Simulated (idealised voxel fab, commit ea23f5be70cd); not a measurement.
Name of the process module below: voxel quadruple lines
We display cut, a cross-section 295 nm in width whose square cells are each 5 nm.
Just so we're on the same page, the cross-sections are grids of square cells, and they're listed out in bands top to bottom, each band one or more rows deep.
Within each band entry, the heights of the top and of the bottom of the band appear first, in that order and in nm; the materials of the band then follow from left to right, each with its corresponding width in nm. The designation "full width" on a single material indicates that it fills the band from edge to edge; the designation "blank" indicates empty space.
Height reference: 0 = level under which incoming wafer is all one material. Lowest band: no bottom, runs on downward, e.g. "z 0 and below".
The two numbers in a width such as "30 to 40" mark its ends across the band: the first belongs to the top row of cells, the second to the bottom row, and from each row to the next the width moves by the same amount.
The cross-section has no changed cell in any step marked "remained unchanged".
Entry "Closed void listing". Content: empty spaces with no open connection to the top, size 8 cells or greater. Each: width x height at distance. Distance: from left edge. Unit: nm.
On a step's line, text after the settings is the simulator commenting on that step.
Steps that use a mask can have "overlay nm" on their line. It says how far the mask sat to the right of where it was meant to be. Negative means to the left.

**Process steps foreseen in the plan**
1: RECEIVE,material Si
2: CONFORMAL_DEP,material Al2O3,thk nm 5
3: DIRECTIONAL_DEP,material TiN,thk nm 15
4: DIRECTIONAL_DEP,material polySi,thk nm 20
5: DIRECTIONAL_DEP,material aC,thk nm 20
6: PATTERN,tone cover,mask id MANDREL,material resist,width nm 30,thk nm 30,overlay nm 0
7: DIRECTIONAL_ETCH,etch materials aC,depth nm 20
8: STRIP,etch materials resist
9: CONFORMAL_DEP,material SiO2,thk nm 10
10: DIRECTIONAL_ETCH,etch materials SiO2,depth nm 10
11: STRIP,etch materials aC
12: DIRECTIONAL_ETCH,etch materials polySi,depth nm 20
13: STRIP,etch materials SiO2
14: CONFORMAL_DEP,material SiCN,thk nm 10
15: DIRECTIONAL_ETCH,etch materials SiCN,depth nm 10
16: STRIP,etch materials polySi
17: DIRECTIONAL_ETCH,etch materials TiN,depth nm 15
18: STRIP,etch materials SiCN

**As-received wafer cross-section (after step 1)**
z 0 and below: Si full width
Closed void listing: none

**Cross-section, end of module. Start: as above. Plan: as above. Execution: one mistake**
z 15 to 0: blank 110, TiN 10, blank 10, TiN 10, blank 10, TiN 10, blank 10, TiN 10, blank 115
z 0 and below: Si full width
Closed void listing: none
what went wrong: step 2 was left out
